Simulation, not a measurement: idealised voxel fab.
process module | voxel wiring stack
The cross-section on display is named cut; it measures 225 nm wide, and its cells are 5 nm squares.
For the purposes of this document, a cross-section shall be understood as a grid of square cells, specified as bands listed in top-to-bottom order, each band consisting of one or more rows of cells.
Read a band's entry like this: the first values are the height of its top and the height of its bottom in nm, and what follows is the sequence of materials from left to right, each with its width in nm. Note that "air" is empty space, and that a single material marked "everywhere" reaches across the band from edge to edge.
Measure heights from 0. That's the level where, below it, the as-received wafer is all one material. The lowest band is bottomless and extends downward; write it as in "0 and below".
With a width like "30->40", each row of cells in the band differs from the next by the same amount, the top row carrying the first number and the bottom row the second.
You'll sometimes find "nothing changed" written for a step, and that's the way of saying that nowhere in the cross-section did a cell change during that step.
Closed-off voids of 8+ cells (no open route to the top) go in "Encapsulated voids", written width x height at distance from the left edge, in nm.
Past the settings on a step's line: simulator remark, on that step.
The line of a step may include "overlay nm". On a step with a mask, this value is how far to the right of its planned place the mask lay. A negative value means the mask lay to the left.
# So here's the lineup of process steps we planned
1 op RECEIVE | material Si
2 op CONFORMAL_DEP | material SiO2 | thk nm 15
3 op CONFORMAL_DEP | material SiCN | thk nm 5
4 op DIRECTIONAL_DEP | material lowk | thk nm 20
5 op DIRECTIONAL_DEP | material aC | thk nm 10
6 op PATTERN | tone open | mask id METAL_1 | material resist | width nm 20 | pitch nm 35 | thk nm 30 | overlay nm 0
7 op DIRECTIONAL_ETCH | etch materials aC | depth nm 10
8 op STRIP | etch materials resist
9 op DIRECTIONAL_ETCH | etch materials lowk | depth nm 20
10 op DIRECTIONAL_ETCH | etch materials SiCN | depth nm 5
11 op STRIP | etch materials aC
12 op CONFORMAL_DEP | material TiN | thk nm 5
13 op FILL_DEP | material Cu | thk nm 10
14 op CMP | height nm 40
15 op CONFORMAL_DEP | material SiCN | thk nm 5
16 op DIRECTIONAL_DEP | material lowk | thk nm 30
17 op PATTERN | tone open | mask id METAL_2 | material resist | width nm 20 | pitch nm 35 | thk nm 20 | overlay nm 0
18 op DIRECTIONAL_ETCH | etch materials lowk | depth nm 15
19 op STRIP | etch materials resist
20 op PATTERN | tone open | mask id METAL_2_HOLES | material resist | width nm 15 | pitch nm 35 | thk nm 15 | overlay nm 0
21 op DIRECTIONAL_ETCH | etch materials lowk | depth nm 15
22 op DIRECTIONAL_ETCH | etch materials SiCN | depth nm 5
23 op STRIP | etch materials resist
24 op CONFORMAL_DEP | material TiN | thk nm 5
25 op FILL_DEP | material Ru | thk nm 10
26 op CMP | height nm 75
27 op CONFORMAL_DEP | material SiCN | thk nm 5
28 op DIRECTIONAL_DEP | material lowk | thk nm 25
29 op MASKED_ETCH | tone open | mask id METAL_3 | width nm 20 | pitch nm 35 | etch materials lowk | depth nm 15 | overlay nm 0
30 op PATTERN | tone open | mask id METAL_3_HOLES | material resist | width nm 15 | pitch nm 70 | thk nm 15 | overlay nm 0
31 op DIRECTIONAL_ETCH | etch materials lowk | depth nm 10
32 op DIRECTIONAL_ETCH | etch materials SiCN | depth nm 5
33 op STRIP | etch materials resist
34 op CONFORMAL_DEP | material TiN | thk nm 5
35 op FILL_DEP | material Ru | thk nm 10
36 op CMP | height nm 105
37 op CONFORMAL_DEP | material SiCN | thk nm 5
# Incoming wafer, cross-sectional view, post step 1
* 0 and below | Si everywhere
* Encapsulated voids: none
# Run as planned - first of the two wafers cross-sectioned at the end of the module
* 110 down to 105 | SiCN everywhere
* 105 down to 95 | lowk 65; TiN 5; Ru 10; TiN 5; lowk 15; TiN 5; Ru 10; TiN 5; lowk 15; TiN 5; Ru 10; TiN 5; lowk 70
* 95 down to 90 | lowk 65; TiN 5; Ru 5; TiN 10; lowk 15; TiN 20; lowk 15; TiN 5; Ru 5; TiN 10; lowk 70
* 90 down to 80 | lowk 65; TiN 5; Ru 5; TiN 5; lowk 55; TiN 5; Ru 5; TiN 5; lowk 75
* 80 down to 75 | SiCN 65; TiN 15; SiCN 55; TiN 15; SiCN 75
* 75 down to 65 | lowk 65; TiN 5; Ru 10; TiN 5; lowk 15; TiN 5; Ru 10; TiN 5; lowk 15; TiN 5; Ru 10; TiN 5; lowk 70
* 65 down to 60 | lowk 65; TiN 5; Ru 5; TiN 10; lowk 15; TiN 5; Ru 5; TiN 10; lowk 15; TiN 5; Ru 5; TiN 10; lowk 70
* 60 down to 45 | lowk 65; TiN 5; Ru 5; TiN 5; lowk 20; TiN 5; Ru 5; TiN 5; lowk 20; TiN 5; Ru 5; TiN 5; lowk 75
* 45 down to 40 | SiCN 65; TiN 15; SiCN 20; TiN 15; SiCN 20; TiN 15; SiCN 75
* 40 down to 20 | lowk 65; TiN 5; Cu 10; TiN 5; lowk 15; TiN 5; Cu 10; TiN 5; lowk 15; TiN 5; Cu 10; TiN 5; lowk 70
* 20 down to 15 | SiCN 65; TiN 20; SiCN 15; TiN 20; SiCN 15; TiN 20; SiCN 70
* 15 down to 0 | SiO2 everywhere
* 0 and below | Si everywhere
* Encapsulated voids: none
# Second wafer through the module, sectioned at the end: same beginning and same plan as the first wafer, with one mistake in carrying it out
* 110 down to 105 | SiCN everywhere
* 105 down to 95 | lowk 65; TiN 5; Ru 10; TiN 5; lowk 15; TiN 5; Ru 10; TiN 5; lowk 15; TiN 5; Ru 10; TiN 5; lowk 70
* 95 down to 90 | lowk 65; TiN 5; Ru 5; TiN 10; lowk 15; TiN 20; lowk 15; TiN 5; Ru 5; TiN 10; lowk 70
* 90 down to 80 | lowk 65; TiN 5; Ru 5; TiN 5; lowk 55; TiN 5; Ru 5; TiN 5; lowk 75
* 80 down to 75 | SiCN 65; TiN 15; SiCN 55; TiN 15; SiCN 75
* 75 down to 50 | lowk 65; TiN 5; Ru 10; TiN 5; lowk 15; TiN 5; Ru 10; TiN 5; lowk 15; TiN 5; Ru 10; TiN 5; lowk 70
* 50 down to 45 | lowk 65; TiN 5; Ru 5; TiN 10; lowk 15; TiN 5; Ru 5; TiN 10; lowk 15; TiN 5; Ru 5; TiN 10; lowk 70
* 45 down to 40 | SiCN 65; TiN 15; SiCN 20; TiN 15; SiCN 20; TiN 15; SiCN 75
* 40 down to 20 | lowk 65; TiN 5; Cu 10; TiN 5; lowk 15; TiN 5; Cu 10; TiN 5; lowk 15; TiN 5; Cu 10; TiN 5; lowk 70
* 20 down to 15 | SiCN 65; TiN 20; SiCN 15; TiN 20; SiCN 15; TiN 20; SiCN 70
* 15 down to 0 | SiO2 everywhere
* 0 and below | Si everywhere
* Encapsulated voids: none
What was the processing mistake? it should be noted that step 18 of the plan was executed twice
End check, counted in cells, second wafer has more or fewer of these materials than the first: 9 more of Ru; 9 fewer of lowk
